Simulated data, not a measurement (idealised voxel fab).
process module | voxel self aligned contacts
cross-section cut | 260 nm wide | cells 5 nm
A cross-section is a grid of square cells, given in bands from the top down. A band is one or more rows of cells.
Each band's line starts with the height of the band's top and of its bottom, in nm. Then come its materials from left to right, each with its width in nm. One material with "throughout" fills the band from edge to edge. "air" is empty space.
Height 0 is the level under which the wafer as received is all one material. The lowest band goes on downwards, as in "0 down".
A width such as "30 to 40" changes by the same amount from each row of cells to the next, from the band's top row to its bottom row.
"no change" after a step means that no cell of the cross-section changed.
closed voids: empty space of 8 cells or more with no open way to the top, each as width x height at its distance from the left edge, in nm
after a step's settings: what the simulator itself notes on the step
overlay nm, on a step with a mask: how far to the right of its planned place the mask lay; to the left if negative
Each pair below shows a cross-section before one step and the cross-section after it, down to the lowest band that changed. The line under each pair gives the step between them, with its settings. The pairs can come from different runs of this module on the same starting wafer, so a pair continues from the pair above only where its "before" says so.
before
  0 down: Si throughout
  closed voids: none
after
  0 to -5: SiO2 throughout
  below -5: unchanged
  closed voids: none
the step between: op OXIDIZE | depth nm 5
before: the cross-section after the pair above
after
  20 to 0: polySi throughout
  below 0: unchanged
  closed voids: none
the step between: op DIRECTIONAL_DEP | material polySi | thk nm 20
before: the cross-section after the pair above
after
  40 to 20: SiN throughout
  below 20: unchanged
  closed voids: none
the step between: op DIRECTIONAL_DEP | material SiN | thk nm 20
before: the cross-section after the pair above
after
  55 to 40: aC throughout
  below 40: unchanged
  closed voids: none
the step between: op DIRECTIONAL_DEP | material aC | thk nm 15
before: the cross-section after the pair above
after
  85 to 55: air 90 | resist 25 | air 25 | resist 25 | air 95
  below 55: unchanged
  closed voids: none
the step between: op PATTERN | tone cover | mask id GATE | material resist | width nm 25 | pitch nm 50 | thk nm 30 | overlay nm 0
before: the cross-section after the pair above
after
  70 to 55: air 90 | resist 25 | air 25 | resist 25 | air 95
  55 to 40: air 90 | aC 25 | air 25 | aC 25 | air 95
  below 40: unchanged
  closed voids: none
the step between: op DIRECTIONAL_ETCH | etch materials aC | depth nm 15
before: the cross-section after the pair above
after
  55 to 40: air 90 | aC 25 | air 25 | aC 25 | air 95
  below 40: unchanged
  closed voids: none
the step between: op STRIP | etch materials resist
before: the cross-section after the pair above
after
  55 to 40: air 90 | aC 25 | air 25 | aC 25 | air 95
  40 to 20: air 90 | SiN 25 | air 25 | SiN 25 | air 95
  below 20: unchanged
  closed voids: none
the step between: op DIRECTIONAL_ETCH | etch materials SiN | depth nm 20
before: the cross-section after the pair above
after
  55 to 40: air 90 | aC 25 | air 25 | aC 25 | air 95
  40 to 20: air 90 | SiN 25 | air 25 | SiN 25 | air 95
  20 to 0: air 90 | polySi 25 | air 25 | polySi 25 | air 95
  below 0: unchanged
  closed voids: none
the step between: op DIRECTIONAL_ETCH | etch materials polySi | depth nm 20
before: the cross-section after the pair above
after
  40 to 20: air 90 | SiN 25 | air 25 | SiN 25 | air 95
  below 20: unchanged
  closed voids: none
the step between: op STRIP | etch materials aC
before: the cross-section after the pair above
after
  45 to 20: air 85 | SiN 35 | air 15 | SiN 35 | air 90
  20 to 5: air 85 | SiN 5 | polySi 25 | SiN 5 | air 15 | SiN 5 | polySi 25 | SiN 5 | air 90
  5 to 0: SiN 90 | polySi 25 | SiN 25 | polySi 25 | SiN 95
  below 0: unchanged
  closed voids: none
the step between: op CONFORMAL_DEP | material SiN | thk nm 5
before: the cross-section after the pair above
after
  40 to 20: air 85 | SiN 35 | air 15 | SiN 35 | air 90
  20 to 0: air 85 | SiN 5 | polySi 25 | SiN 5 | air 15 | SiN 5 | polySi 25 | SiN 5 | air 90
  below 0: unchanged
  closed voids: none
the step between: op DIRECTIONAL_ETCH | etch materials SiN | depth nm 5
before: the cross-section after the pair above
after
  55 to 40: SiO2 throughout
  40 to 20: SiO2 85 | SiN 35 | SiO2 15 | SiN 35 | SiO2 90
  20 to 0: SiO2 85 | SiN 5 | polySi 25 | SiN 5 | SiO2 15 | SiN 5 | polySi 25 | SiN 5 | SiO2 90
  below 0: unchanged
  closed voids: none
the step between: op FILL_DEP | material SiO2 | thk nm 15
before: the cross-section after the pair above
after
  45 to 40: SiO2 throughout
  below 40: unchanged
  closed voids: none
the step between: op CMP | height nm 45
before: the cross-section after the pair above
after
  60 to 45: aC throughout
  below 45: unchanged
  closed voids: none
the step between: op DIRECTIONAL_DEP | material aC | thk nm 15
before: the cross-section after the pair above
after
  90 to 60: resist 110 | air 35 | resist 115
  below 60: unchanged
  closed voids: none
the step between: op PATTERN | tone open | mask id CONTACT | material resist | width nm 35 | thk nm 30 | overlay nm 0
before: the cross-section after the pair above
after
  75 to 60: resist 110 | air 35 | resist 115
  60 to 45: aC 110 | air 35 | aC 115
  below 45: unchanged
  closed voids: none
the step between: op DIRECTIONAL_ETCH | etch materials aC | depth nm 15
before: the cross-section after the pair above
after
  60 to 45: aC 110 | air 35 | aC 115
  below 45: unchanged
  closed voids: none
the step between: op STRIP | etch materials resist
before: the cross-section after the pair above
after
  60 to 45: aC 110 | air 35 | aC 115
  45 to 40: SiO2 110 | air 35 | SiO2 115
  40 to 20: SiO2 85 | SiN 35 | air 15 | SiN 35 | SiO2 90
  20 to 0: SiO2 85 | SiN 5 | polySi 25 | SiN 5 | air 15 | SiN 5 | polySi 25 | SiN 5 | SiO2 90
  0 to -5: SiO2 120 | air 15 | SiO2 125
  below -5: unchanged
  closed voids: none
the step between: op DIRECTIONAL_ETCH | etch materials SiO2 | depth nm 50
before: the cross-section after the pair above
after
  45 to 40: SiO2 110 | air 35 | SiO2 115
  below 40: unchanged
  closed voids: none
the step between: op STRIP | etch materials aC
before: the cross-section after the pair above
after
  50 to 45: TiN 115 | air 25 | TiN 120
  45 to 40: SiO2 110 | TiN 15 | air 5 | TiN 15 | SiO2 115
  40 to 20: SiO2 85 | SiN 35 | TiN 5 | air 5 | TiN 5 | SiN 35 | SiO2 90
  20 to 0: SiO2 85 | SiN 5 | polySi 25 | SiN 5 | TiN 5 | air 5 | TiN 5 | SiN 5 | polySi 25 | SiN 5 | SiO2 90
  0 to -5: SiO2 120 | TiN 15 | SiO2 125
  below -5: unchanged
  closed voids: none
the step between: op CONFORMAL_DEP | material TiN | thk nm 5
before: the cross-section after the pair above
after
  55 to 50: W throughout
  50 to 45: TiN 115 | W 25 | TiN 120
  45 to 40: SiO2 110 | TiN 15 | W 5 | TiN 15 | SiO2 115
  40 to 20: SiO2 85 | SiN 35 | TiN 5 | W 5 | TiN 5 | SiN 35 | SiO2 90
  20 to 0: SiO2 85 | SiN 5 | polySi 25 | SiN 5 | TiN 5 | W 5 | TiN 5 | SiN 5 | polySi 25 | SiN 5 | SiO2 90
  below 0: unchanged
  closed voids: none
the step between: op FILL_DEP | material W | thk nm 5
before: the cross-section after the pair above
after
  45 to 40: SiO2 110 | TiN 15 | W 5 | TiN 15 | SiO2 115
  below 40: unchanged
  closed voids: none
the step between: op CMP | height nm 45
before: the cross-section after the pair above
after
  50 to 45: SiN throughout
  below 45: unchanged
  closed voids: none
the step between: op CONFORMAL_DEP | material SiN | thk nm 5
before
  40 to 20: air 90 | SiN 25 | air 25 | SiN 25 | air 95
  20 to 0: air 90 | polySi 25 | air 25 | polySi 25 | air 95
  0 to -5: SiO2 throughout
  -5 down: Si throughout
  closed voids: none
after
  35 to 20: air 90 | SiN 25 | air 25 | SiN 25 | air 95
  below 20: unchanged
  closed voids: none
the step between: op DIRECTIONAL_ETCH | etch materials SiN | depth nm 5
before: the cross-section after the pair above
after
  50 to 35: SiO2 throughout
  35 to 20: SiO2 90 | SiN 25 | SiO2 25 | SiN 25 | SiO2 95
  20 to 0: SiO2 90 | polySi 25 | SiO2 25 | polySi 25 | SiO2 95
  below 0: unchanged
  closed voids: none
the step between: op FILL_DEP | material SiO2 | thk nm 15
before: the cross-section after the pair above
after
  45 to 35: SiO2 throughout
  below 35: unchanged
  closed voids: none
the step between: op CMP | height nm 45
before: the cross-section after the pair above
after
  60 to 45: aC throughout
  below 45: unchanged
  closed voids: none
the step between: op DIRECTIONAL_DEP | material aC | thk nm 15
before: the cross-section after the pair above
after
  90 to 60: resist 110 | air 35 | resist 115
  below 60: unchanged
  closed voids: none
the step between: op PATTERN | tone open | mask id CONTACT | material resist | width nm 35 | thk nm 30 | overlay nm 0
before: the cross-section after the pair above
after
  75 to 60: resist 110 | air 35 | resist 115
  60 to 45: aC 110 | air 35 | aC 115
  below 45: unchanged
  closed voids: none
the step between: op DIRECTIONAL_ETCH | etch materials aC | depth nm 15
before: the cross-section after the pair above
after
  60 to 45: aC 110 | air 35 | aC 115
  below 45: unchanged
  closed voids: none
the step between: op STRIP | etch materials resist
before: the cross-section after the pair above
after
  60 to 45: aC 110 | air 35 | aC 115
  45 to 35: SiO2 110 | air 35 | SiO2 115
  35 to 20: SiO2 90 | SiN 25 | air 25 | SiN 25 | SiO2 95
  20 to 0: SiO2 90 | polySi 25 | air 25 | polySi 25 | SiO2 95
  0 to -5: SiO2 115 | air 25 | SiO2 120
  below -5: unchanged
  closed voids: none
the step between: op DIRECTIONAL_ETCH | etch materials SiO2 | depth nm 50
before: the cross-section after the pair above
after
  45 to 35: SiO2 110 | air 35 | SiO2 115
  below 35: unchanged
  closed voids: none
the step between: op STRIP | etch materials aC
before: the cross-section after the pair above
after
  50 to 45: TiN 115 | air 25 | TiN 120
  45 to 35: SiO2 110 | TiN 5 to 10 | air 25 to 15 | TiN 5 to 10 | SiO2 115
  35 to 20: SiO2 90 | SiN 25 | TiN 5 | air 15 | TiN 5 | SiN 25 | SiO2 95
  20 to 0: SiO2 90 | polySi 25 | TiN 5 | air 15 | TiN 5 | polySi 25 | SiO2 95
  0 to -5: SiO2 115 | TiN 25 | SiO2 120
  below -5: unchanged
  closed voids: none
the step between: op CONFORMAL_DEP | material TiN | thk nm 5
before: the cross-section after the pair above
after
  55 to 50: W throughout
  50 to 45: TiN 115 | W 25 | TiN 120
  45 to 35: SiO2 110 | TiN 5 to 10 | W 25 to 15 | TiN 5 to 10 | SiO2 115
  35 to 20: SiO2 90 | SiN 25 | TiN 5 | W 15 | TiN 5 | SiN 25 | SiO2 95
  20 to 0: SiO2 90 | polySi 25 | TiN 5 | W 15 | TiN 5 | polySi 25 | SiO2 95
  below 0: unchanged
  closed voids: none
the step between: op FILL_DEP | material W | thk nm 5
before: the cross-section after the pair above
after
  45 to 35: SiO2 110 | TiN 5 to 10 | W 25 to 15 | TiN 5 to 10 | SiO2 115
  below 35: unchanged
  closed voids: none
the step between: op CMP | height nm 45
before: the cross-section after the pair above
after
  50 to 45: SiN throughout
  below 45: unchanged
  closed voids: none
the step between: op CONFORMAL_DEP | material SiN | thk nm 5
before
  20 to 0: polySi throughout
  0 to -5: SiO2 throughout
  -5 down: Si throughout
  closed voids: none
after
  40 to 0: polySi throughout
  below 0: unchanged
  closed voids: none
the step between: op DIRECTIONAL_DEP | material polySi | thk nm 20
before: the cross-section after the pair above
after
  60 to 40: SiN throughout
  below 40: unchanged
  closed voids: none
the step between: op DIRECTIONAL_DEP | material SiN | thk nm 20
before: the cross-section after the pair above
after
  75 to 60: aC throughout
  below 60: unchanged
  closed voids: none
the step between: op DIRECTIONAL_DEP | material aC | thk nm 15
before: the cross-section after the pair above
after
  105 to 75: air 90 | resist 25 | air 25 | resist 25 | air 95
  below 75: unchanged
  closed voids: none
the step between: op PATTERN | tone cover | mask id GATE | material resist | width nm 25 | pitch nm 50 | thk nm 30 | overlay nm 0
before: the cross-section after the pair above
after
  90 to 75: air 90 | resist 25 | air 25 | resist 25 | air 95
  75 to 60: air 90 | aC 25 | air 25 | aC 25 | air 95
  below 60: unchanged
  closed voids: none
the step between: op DIRECTIONAL_ETCH | etch materials aC | depth nm 15
before: the cross-section after the pair above
after
  75 to 60: air 90 | aC 25 | air 25 | aC 25 | air 95
  below 60: unchanged
  closed voids: none
the step between: op STRIP | etch materials resist
before: the cross-section after the pair above
after
  75 to 60: air 90 | aC 25 | air 25 | aC 25 | air 95
  60 to 40: air 90 | SiN 25 | air 25 | SiN 25 | air 95
  below 40: unchanged
  closed voids: none
the step between: op DIRECTIONAL_ETCH | etch materials SiN | depth nm 20
before: the cross-section after the pair above
after
  75 to 60: air 90 | aC 25 | air 25 | aC 25 | air 95
  60 to 40: air 90 | SiN 25 | air 25 | SiN 25 | air 95
  40 to 20: air 90 | polySi 25 | air 25 | polySi 25 | air 95
  below 20: unchanged
  closed voids: none
the step between: op DIRECTIONAL_ETCH | etch materials polySi | depth nm 20
before: the cross-section after the pair above
after
  60 to 40: air 90 | SiN 25 | air 25 | SiN 25 | air 95
  below 40: unchanged
  closed voids: none
the step between: op STRIP | etch materials aC
before: the cross-section after the pair above
after
  65 to 40: air 85 | SiN 35 | air 15 | SiN 35 | air 90
  40 to 25: air 85 | SiN 5 | polySi 25 | SiN 5 | air 15 | SiN 5 | polySi 25 | SiN 5 | air 90
  25 to 20: SiN 90 | polySi 25 | SiN 25 | polySi 25 | SiN 95
  below 20: unchanged
  closed voids: none
the step between: op CONFORMAL_DEP | material SiN | thk nm 5
before: the cross-section after the pair above
after
  60 to 40: air 85 | SiN 35 | air 15 | SiN 35 | air 90
  40 to 20: air 85 | SiN 5 | polySi 25 | SiN 5 | air 15 | SiN 5 | polySi 25 | SiN 5 | air 90
  below 20: unchanged
  closed voids: none
the step between: op DIRECTIONAL_ETCH | etch materials SiN | depth nm 5
before: the cross-section after the pair above
after
  75 to 60: SiO2 throughout
  60 to 40: SiO2 85 | SiN 35 | SiO2 15 | SiN 35 | SiO2 90
  40 to 20: SiO2 85 | SiN 5 | polySi 25 | SiN 5 | SiO2 15 | SiN 5 | polySi 25 | SiN 5 | SiO2 90
  below 20: unchanged
  closed voids: none
the step between: op FILL_DEP | material SiO2 | thk nm 15
before: the cross-section after the pair above
after
  45 to 40: SiO2 85 | SiN 35 | SiO2 15 | SiN 35 | SiO2 90
  below 40: unchanged
  closed voids: none
the step between: op CMP | height nm 45
before: the cross-section after the pair above
after
  60 to 45: aC throughout
  below 45: unchanged
  closed voids: none
the step between: op DIRECTIONAL_DEP | material aC | thk nm 15
before: the cross-section after the pair above
after
  90 to 60: resist 110 | air 35 | resist 115
  below 60: unchanged
  closed voids: none
the step between: op PATTERN | tone open | mask id CONTACT | material resist | width nm 35 | thk nm 30 | overlay nm 0
before: the cross-section after the pair above
after
  75 to 60: resist 110 | air 35 | resist 115
  60 to 45: aC 110 | air 35 | aC 115
  below 45: unchanged
  closed voids: none
the step between: op DIRECTIONAL_ETCH | etch materials aC | depth nm 15
before: the cross-section after the pair above
after
  60 to 45: aC 110 | air 35 | aC 115
  below 45: unchanged
  closed voids: none
the step between: op STRIP | etch materials resist
before: the cross-section after the pair above
after
  60 to 45: aC 110 | air 35 | aC 115
  45 to 40: SiO2 85 | SiN 35 | air 15 | SiN 35 | SiO2 90
  40 to 20: SiO2 85 | SiN 5 | polySi 25 | SiN 5 | air 15 | SiN 5 | polySi 25 | SiN 5 | SiO2 90
  below 20: unchanged
  closed voids: none
the step between: op DIRECTIONAL_ETCH | etch materials SiO2 | depth nm 50
before: the cross-section after the pair above
after
  45 to 40: SiO2 85 | SiN 35 | air 15 | SiN 35 | SiO2 90
  below 40: unchanged
  closed voids: none
the step between: op STRIP | etch materials aC
before: the cross-section after the pair above
after
  50 to 45: TiN 125 | air 5 | TiN 130
  45 to 40: SiO2 85 | SiN 35 | TiN 5 | air 5 | TiN 5 | SiN 35 | SiO2 90
  40 to 25: SiO2 85 | SiN 5 | polySi 25 | SiN 5 | TiN 5 | air 5 | TiN 5 | SiN 5 | polySi 25 | SiN 5 | SiO2 90
  25 to 20: SiO2 85 | SiN 5 | polySi 25 | SiN 5 | TiN 15 | SiN 5 | polySi 25 | SiN 5 | SiO2 90
  below 20: unchanged
  closed voids: none
the step between: op CONFORMAL_DEP | material TiN | thk nm 5
before: the cross-section after the pair above
after
  55 to 50: W throughout
  50 to 45: TiN 125 | W 5 | TiN 130
  45 to 40: SiO2 85 | SiN 35 | TiN 5 | W 5 | TiN 5 | SiN 35 | SiO2 90
  40 to 25: SiO2 85 | SiN 5 | polySi 25 | SiN 5 | TiN 5 | W 5 | TiN 5 | SiN 5 | polySi 25 | SiN 5 | SiO2 90
  below 25: unchanged
  closed voids: none
the step between: op FILL_DEP | material W | thk nm 5
before: the cross-section after the pair above
after
  45 to 40: SiO2 85 | SiN 35 | TiN 5 | W 5 | TiN 5 | SiN 35 | SiO2 90
  below 40: unchanged
  closed voids: none
the step between: op CMP | height nm 45
before: the cross-section after the pair above
after
  50 to 45: SiN throughout
  below 45: unchanged
  closed voids: none
the step between: op CONFORMAL_DEP | material SiN | thk nm 5
before
  35 to 20: air 90 | SiN 25 | air 25 | SiN 25 | air 95
  20 to 0: air 90 | polySi 25 | air 25 | polySi 25 | air 95
  0 to -5: SiO2 throughout
  -5 down: Si throughout
  closed voids: none
after
  40 to 20: air 85 | SiN 35 | air 15 | SiN 35 | air 90
  20 to 5: air 85 | SiN 5 | polySi 25 | SiN 5 | air 15 | SiN 5 | polySi 25 | SiN 5 | air 90
  5 to 0: SiN 90 | polySi 25 | SiN 25 | polySi 25 | SiN 95
  below 0: unchanged
  closed voids: none
the step between: op CONFORMAL_DEP | material SiN | thk nm 5
before: the cross-section after the pair above
after
  55 to 40: SiO2 throughout
  40 to 20: SiO2 85 | SiN 35 | SiO2 15 | SiN 35 | SiO2 90
  20 to 5: SiO2 85 | SiN 5 | polySi 25 | SiN 5 | SiO2 15 | SiN 5 | polySi 25 | SiN 5 | SiO2 90
  below 5: unchanged
  closed voids: none
the step between: op FILL_DEP | material SiO2 | thk nm 15
before: the cross-section after the pair above
after
  45 to 40: SiO2 throughout
  below 40: unchanged
  closed voids: none
the step between: op CMP | height nm 45
before: the cross-section after the pair above
after
  60 to 45: aC throughout
  below 45: unchanged
  closed voids: none
the step between: op DIRECTIONAL_DEP | material aC | thk nm 15
before: the cross-section after the pair above
after
  90 to 60: resist 110 | air 35 | resist 115
  below 60: unchanged
  closed voids: none
the step between: op PATTERN | tone open | mask id CONTACT | material resist | width nm 35 | thk nm 30 | overlay nm 0
before: the cross-section after the pair above
after
  75 to 60: resist 110 | air 35 | resist 115
  60 to 45: aC 110 | air 35 | aC 115
  below 45: unchanged
  closed voids: none
the step between: op DIRECTIONAL_ETCH | etch materials aC | depth nm 15
before: the cross-section after the pair above
after
  60 to 45: aC 110 | air 35 | aC 115
  below 45: unchanged
  closed voids: none
the step between: op STRIP | etch materials resist
before: the cross-section after the pair above
after
  60 to 45: aC 110 | air 35 | aC 115
  45 to 40: SiO2 110 | air 35 | SiO2 115
  40 to 20: SiO2 85 | SiN 35 | air 15 | SiN 35 | SiO2 90
  20 to 5: SiO2 85 | SiN 5 | polySi 25 | SiN 5 | air 15 | SiN 5 | polySi 25 | SiN 5 | SiO2 90
  below 5: unchanged
  closed voids: none
the step between: op DIRECTIONAL_ETCH | etch materials SiO2 | depth nm 50
before: the cross-section after the pair above
after
  45 to 40: SiO2 110 | air 35 | SiO2 115
  below 40: unchanged
  closed voids: none
the step between: op STRIP | etch materials aC
before: the cross-section after the pair above
after
  50 to 45: TiN 115 | air 25 | TiN 120
  45 to 40: SiO2 110 | TiN 15 | air 5 | TiN 15 | SiO2 115
  40 to 20: SiO2 85 | SiN 35 | TiN 5 | air 5 | TiN 5 | SiN 35 | SiO2 90
  20 to 10: SiO2 85 | SiN 5 | polySi 25 | SiN 5 | TiN 5 | air 5 | TiN 5 | SiN 5 | polySi 25 | SiN 5 | SiO2 90
  10 to 5: SiO2 85 | SiN 5 | polySi 25 | SiN 5 | TiN 15 | SiN 5 | polySi 25 | SiN 5 | SiO2 90
  below 5: unchanged
  closed voids: none
the step between: op CONFORMAL_DEP | material TiN | thk nm 5
before: the cross-section after the pair above
after
  55 to 50: W throughout
  50 to 45: TiN 115 | W 25 | TiN 120
  45 to 40: SiO2 110 | TiN 15 | W 5 | TiN 15 | SiO2 115
  40 to 20: SiO2 85 | SiN 35 | TiN 5 | W 5 | TiN 5 | SiN 35 | SiO2 90
  20 to 10: SiO2 85 | SiN 5 | polySi 25 | SiN 5 | TiN 5 | W 5 | TiN 5 | SiN 5 | polySi 25 | SiN 5 | SiO2 90
  below 10: unchanged
  closed voids: none
the step between: op FILL_DEP | material W | thk nm 5
before: the cross-section after the pair above
after
  45 to 40: SiO2 110 | TiN 15 | W 5 | TiN 15 | SiO2 115
  below 40: unchanged
  closed voids: none
the step between: op CMP | height nm 45
before: the cross-section after the pair above
after
  50 to 45: SiN throughout
  below 45: unchanged
  closed voids: none
the step between: op CONFORMAL_DEP | material SiN | thk nm 5
before
  20 to 0: polySi throughout
  0 to -5: SiO2 throughout
  -5 down: Si throughout
  closed voids: none
after
  50 to 20: SiN throughout
  below 20: unchanged
  closed voids: none
the step between: op DIRECTIONAL_DEP | material SiN | thk nm 30
before: the cross-section after the pair above
after
  65 to 50: aC throughout
  below 50: unchanged
  closed voids: none
the step between: op DIRECTIONAL_DEP | material aC | thk nm 15
before: the cross-section after the pair above
after
  95 to 65: air 90 | resist 25 | air 25 | resist 25 | air 95
  below 65: unchanged
  closed voids: none
the step between: op PATTERN | tone cover | mask id GATE | material resist | width nm 25 | pitch nm 50 | thk nm 30 | overlay nm 0
before: the cross-section after the pair above
after
  80 to 65: air 90 | resist 25 | air 25 | resist 25 | air 95
  65 to 50: air 90 | aC 25 | air 25 | aC 25 | air 95
  below 50: unchanged
  closed voids: none
the step between: op DIRECTIONAL_ETCH | etch materials aC | depth nm 15
before: the cross-section after the pair above
after
  65 to 50: air 90 | aC 25 | air 25 | aC 25 | air 95
  below 50: unchanged
  closed voids: none
the step between: op STRIP | etch materials resist
before: the cross-section after the pair above
after
  65 to 50: air 90 | aC 25 | air 25 | aC 25 | air 95
  50 to 30: air 90 | SiN 25 | air 25 | SiN 25 | air 95
  below 30: unchanged
  closed voids: none
the step between: op DIRECTIONAL_ETCH | etch materials SiN | depth nm 20
before: the cross-section after the pair above
after
  50 to 30: air 90 | SiN 25 | air 25 | SiN 25 | air 95
  below 30: unchanged
  closed voids: none
the step between: op STRIP | etch materials aC
before: the cross-section after the pair above
after
  55 to 35: air 85 | SiN 35 | air 15 | SiN 35 | air 90
  35 to 20: SiN throughout
  below 20: unchanged
  closed voids: none
the step between: op CONFORMAL_DEP | material SiN | thk nm 5
before: the cross-section after the pair above
after
  50 to 30: air 85 | SiN 35 | air 15 | SiN 35 | air 90
  below 30: unchanged
  closed voids: none
the step between: op DIRECTIONAL_ETCH | etch materials SiN | depth nm 5
before: the cross-section after the pair above
after
  65 to 50: SiO2 throughout
  50 to 30: SiO2 85 | SiN 35 | SiO2 15 | SiN 35 | SiO2 90
  below 30: unchanged
  closed voids: none
the step between: op FILL_DEP | material SiO2 | thk nm 15
before: the cross-section after the pair above
after
  45 to 30: SiO2 85 | SiN 35 | SiO2 15 | SiN 35 | SiO2 90
  below 30: unchanged
  closed voids: none
the step between: op CMP | height nm 45
before: the cross-section after the pair above
after
  60 to 45: aC throughout
  below 45: unchanged
  closed voids: none
the step between: op DIRECTIONAL_DEP | material aC | thk nm 15
before: the cross-section after the pair above
after
  90 to 60: resist 110 | air 35 | resist 115
  below 60: unchanged
  closed voids: none
the step between: op PATTERN | tone open | mask id CONTACT | material resist | width nm 35 | thk nm 30 | overlay nm 0
before: the cross-section after the pair above
after
  75 to 60: resist 110 | air 35 | resist 115
  60 to 45: aC 110 | air 35 | aC 115
  below 45: unchanged
  closed voids: none
the step between: op DIRECTIONAL_ETCH | etch materials aC | depth nm 15
before: the cross-section after the pair above
after
  60 to 45: aC 110 | air 35 | aC 115
  below 45: unchanged
  closed voids: none
the step between: op STRIP | etch materials resist
before: the cross-section after the pair above
after
  60 to 45: aC 110 | air 35 | aC 115
  45 to 30: SiO2 85 | SiN 35 | air 15 | SiN 35 | SiO2 90
  below 30: unchanged
  closed voids: none
the step between: op DIRECTIONAL_ETCH | etch materials SiO2 | depth nm 50
before: the cross-section after the pair above
after
  45 to 30: SiO2 85 | SiN 35 | air 15 | SiN 35 | SiO2 90
  below 30: unchanged
  closed voids: none
the step between: op STRIP | etch materials aC
before: the cross-section after the pair above
after
  50 to 45: TiN 125 | air 5 | TiN 130
  45 to 35: SiO2 85 | SiN 35 | TiN 5 | air 5 | TiN 5 | SiN 35 | SiO2 90
  35 to 30: SiO2 85 | SiN 35 | TiN 15 | SiN 35 | SiO2 90
  below 30: unchanged
  closed voids: none
the step between: op CONFORMAL_DEP | material TiN | thk nm 5
before: the cross-section after the pair above
after
  55 to 50: W throughout
  50 to 45: TiN 125 | W 5 | TiN 130
  45 to 35: SiO2 85 | SiN 35 | TiN 5 | W 5 | TiN 5 | SiN 35 | SiO2 90
  below 35: unchanged
  closed voids: none
the step between: op FILL_DEP | material W | thk nm 5
before: the cross-section after the pair above
after
  45 to 35: SiO2 85 | SiN 35 | TiN 5 | W 5 | TiN 5 | SiN 35 | SiO2 90
  below 35: unchanged
  closed voids: none
the step between: op CMP | height nm 45
before: the cross-section after the pair above
after
  50 to 45: SiN throughout
  below 45: unchanged
  closed voids: none
the step between: op CONFORMAL_DEP | material SiN | thk nm 5
before
  55 to 40: aC throughout
  40 to 20: SiN throughout
  20 to 0: polySi throughout
  0 to -5: SiO2 throughout
  -5 down: Si throughout
  closed voids: none
after
  85 to 55: air 85 | resist 35 | air 15 | resist 35 | air 90
  below 55: unchanged
  closed voids: none
the step between: op PATTERN | tone cover | mask id GATE | material resist | width nm 35 | pitch nm 50 | thk nm 30 | overlay nm 0
before: the cross-section after the pair above
after
  70 to 55: air 85 | resist 35 | air 15 | resist 35 | air 90
  55 to 40: air 85 | aC 35 | air 15 | aC 35 | air 90
  below 40: unchanged
  closed voids: none
the step between: op DIRECTIONAL_ETCH | etch materials aC | depth nm 15
before: the cross-section after the pair above
after
  55 to 40: air 85 | aC 35 | air 15 | aC 35 | air 90
  below 40: unchanged
  closed voids: none
the step between: op STRIP | etch materials resist
before: the cross-section after the pair above
after
  55 to 40: air 85 | aC 35 | air 15 | aC 35 | air 90
  40 to 20: air 85 | SiN 35 | air 15 | SiN 35 | air 90
  below 20: unchanged
  closed voids: none
the step between: op DIRECTIONAL_ETCH | etch materials SiN | depth nm 20
before: the cross-section after the pair above
after
  55 to 40: air 85 | aC 35 | air 15 | aC 35 | air 90
  40 to 20: air 85 | SiN 35 | air 15 | SiN 35 | air 90
  20 to 0: air 85 | polySi 35 | air 15 | polySi 35 | air 90
  below 0: unchanged
  closed voids: none
the step between: op DIRECTIONAL_ETCH | etch materials polySi | depth nm 20
before: the cross-section after the pair above
after
  40 to 20: air 85 | SiN 35 | air 15 | SiN 35 | air 90
  below 20: unchanged
  closed voids: none
the step between: op STRIP | etch materials aC
before: the cross-section after the pair above
after
  45 to 20: air 80 | SiN 45 | air 5 | SiN 45 | air 85
  20 to 5: air 80 | SiN 5 | polySi 35 | SiN 5 | air 5 | SiN 5 | polySi 35 | SiN 5 | air 85
  5 to 0: SiN 85 | polySi 35 | SiN 15 | polySi 35 | SiN 90
  below 0: unchanged
  closed voids: none
the step between: op CONFORMAL_DEP | material SiN | thk nm 5
before: the cross-section after the pair above
after
  40 to 20: air 80 | SiN 45 | air 5 | SiN 45 | air 85
  20 to 0: air 80 | SiN 5 | polySi 35 | SiN 5 | air 5 | SiN 5 | polySi 35 | SiN 5 | air 85
  below 0: unchanged
  closed voids: none
the step between: op DIRECTIONAL_ETCH | etch materials SiN | depth nm 5
before: the cross-section after the pair above
after
  55 to 40: SiO2 throughout
  40 to 20: SiO2 80 | SiN 45 | SiO2 5 | SiN 45 | SiO2 85
  20 to 0: SiO2 80 | SiN 5 | polySi 35 | SiN 5 | SiO2 5 | SiN 5 | polySi 35 | SiN 5 | SiO2 85
  below 0: unchanged
  closed voids: none
the step between: op FILL_DEP | material SiO2 | thk nm 15
before: the cross-section after the pair above
after
  45 to 40: SiO2 throughout
  below 40: unchanged
  closed voids: none
the step between: op CMP | height nm 45
before: the cross-section after the pair above
after
  60 to 45: aC throughout
  below 45: unchanged
  closed voids: none
the step between: op DIRECTIONAL_DEP | material aC | thk nm 15
before: the cross-section after the pair above
after
  90 to 60: resist 110 | air 35 | resist 115
  below 60: unchanged
  closed voids: none
the step between: op PATTERN | tone open | mask id CONTACT | material resist | width nm 35 | thk nm 30 | overlay nm 0
before: the cross-section after the pair above
after
  75 to 60: resist 110 | air 35 | resist 115
  60 to 45: aC 110 | air 35 | aC 115
  below 45: unchanged
  closed voids: none
the step between: op DIRECTIONAL_ETCH | etch materials aC | depth nm 15
before: the cross-section after the pair above
after
  60 to 45: aC 110 | air 35 | aC 115
  below 45: unchanged
  closed voids: none
the step between: op STRIP | etch materials resist
before: the cross-section after the pair above
after
  60 to 45: aC 110 | air 35 | aC 115
  45 to 40: SiO2 110 | air 35 | SiO2 115
  40 to 20: SiO2 80 | SiN 45 | air 5 | SiN 45 | SiO2 85
  20 to 0: SiO2 80 | SiN 5 | polySi 35 | SiN 5 | air 5 | SiN 5 | polySi 35 | SiN 5 | SiO2 85
  0 to -5: SiO2 125 | air 5 | SiO2 130
  below -5: unchanged
  closed voids: none
the step between: op DIRECTIONAL_ETCH | etch materials SiO2 | depth nm 50
before: the cross-section after the pair above
after
  45 to 40: SiO2 110 | air 35 | SiO2 115
  below 40: unchanged
  closed voids: none
the step between: op STRIP | etch materials aC
before: the cross-section after the pair above
after
  50 to 45: TiN 115 | air 25 | TiN 120
  45 to 40: SiO2 110 | TiN 35 | SiO2 115
  40 to 20: SiO2 80 | SiN 45 | TiN 5 | SiN 45 | SiO2 85
  20 to 0: SiO2 80 | SiN 5 | polySi 35 | SiN 5 | TiN 5 | SiN 5 | polySi 35 | SiN 5 | SiO2 85
  0 to -5: SiO2 125 | TiN 5 | SiO2 130
  below -5: unchanged
  closed voids: none
the step between: op CONFORMAL_DEP | material TiN | thk nm 5
before: the cross-section after the pair above
after
  55 to 50: W throughout
  50 to 45: TiN 115 | W 25 | TiN 120
  below 45: unchanged
  closed voids: none
the step between: op FILL_DEP | material W | thk nm 5
before: the cross-section after the pair above
after
  45 to 40: SiO2 110 | TiN 35 | SiO2 115
  below 40: unchanged
  closed voids: none
the step between: op CMP | height nm 45
